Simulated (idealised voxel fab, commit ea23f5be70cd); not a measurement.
The process module presented herein is designated voxel ribs on slabs.
The figure presents cross-section cut, which has a width of 160 nm and is divided into square cells with an edge length of 5 nm.
Cross-section format: a grid of square cells, given as bands from top to bottom; each band is one or more rows of cells. In this notation a band is specified by the heights of its top and bottom, in that order and in nm, after which its materials appear from left to right, each paired with its width in nm. The word "everywhere" attached to a single material means that material fills the band from edge to edge; the word "blank" stands for empty space. Convention: height 0 is the level below which the wafer, as received, is all one material. The lowest band does not terminate at the bottom but continues downward, represented as "0 -> down". Graded width ("30 to 40"): value in top row of band = first number; value in bottom row = second number; row-to-row change constant. "nothing was modified" (step): cross-section cells unchanged, all of them. "Completely enclosed voids" contains a list of empty spaces, each no smaller than 8 cells and without an open way to the top, written in the form width x height at distance with the distance from the left edge and all three in nm. Past the settings on a step's line: simulator remark, on that step. The line of a step may include "overlay nm". On a step with a mask, this value is how far to the right of its planned place the mask lay. A negative value means the mask lay to the left.
Process steps foreseen in the plan
1,op RECEIVE | material Si
2,op DIRECTIONAL_DEP | material SiO2 | thk nm 20
3,op DIRECTIONAL_DEP | material SiN | thk nm 20
4,op MASKED_ETCH | tone cover | mask id RIB | width nm 25 | etch materials SiN | depth nm 10 | overlay nm 0
5,op PATTERN | tone cover | mask id SLAB | material resist | width nm 65 | thk nm 20 | overlay nm 0
6,op DIRECTIONAL_ETCH | etch materials SiN | depth nm 10
7,op STRIP | etch materials resist
8,op FILL_DEP | material SiO2 | thk nm 20
9,op CMP | height nm 50
10,op DIRECTIONAL_DEP | material TiN | thk nm 10
11,op MASKED_ETCH | tone cover | mask id HEATER | width nm 35 | etch materials TiN | depth nm 10 | overlay nm -15
12,op CONFORMAL_DEP | material SiN | thk nm 5
Split variable: overlay nm, step 11. Plan value = first wafer. Wafers start alike.
First wafer of several, as received: cross-section after step 1
> 0 -> down | Si everywhere
> Completely enclosed voids: none
Row per wafer, end-of-module: cell gain (+)/loss (-) by material since the wafer came in, then closed voids
overlay nm -15, +72 SiN, +284 SiO2, +14 TiN, Completely enclosed voids: none
overlay nm -10, +72 SiN, +284 SiO2, +14 TiN, Completely enclosed voids: none
overlay nm -5, +72 SiN, +284 SiO2, +14 TiN, Completely enclosed voids: none
overlay nm 0, +72 SiN, +284 SiO2, +14 TiN, Completely enclosed voids: none
overlay nm 5, +72 SiN, +284 SiO2, +14 TiN, Completely enclosed voids: none
overlay nm 10, +72 SiN, +284 SiO2, +14 TiN, Completely enclosed voids: none
overlay nm 15, +72 SiN, +284 SiO2, +14 TiN, Completely enclosed voids: none
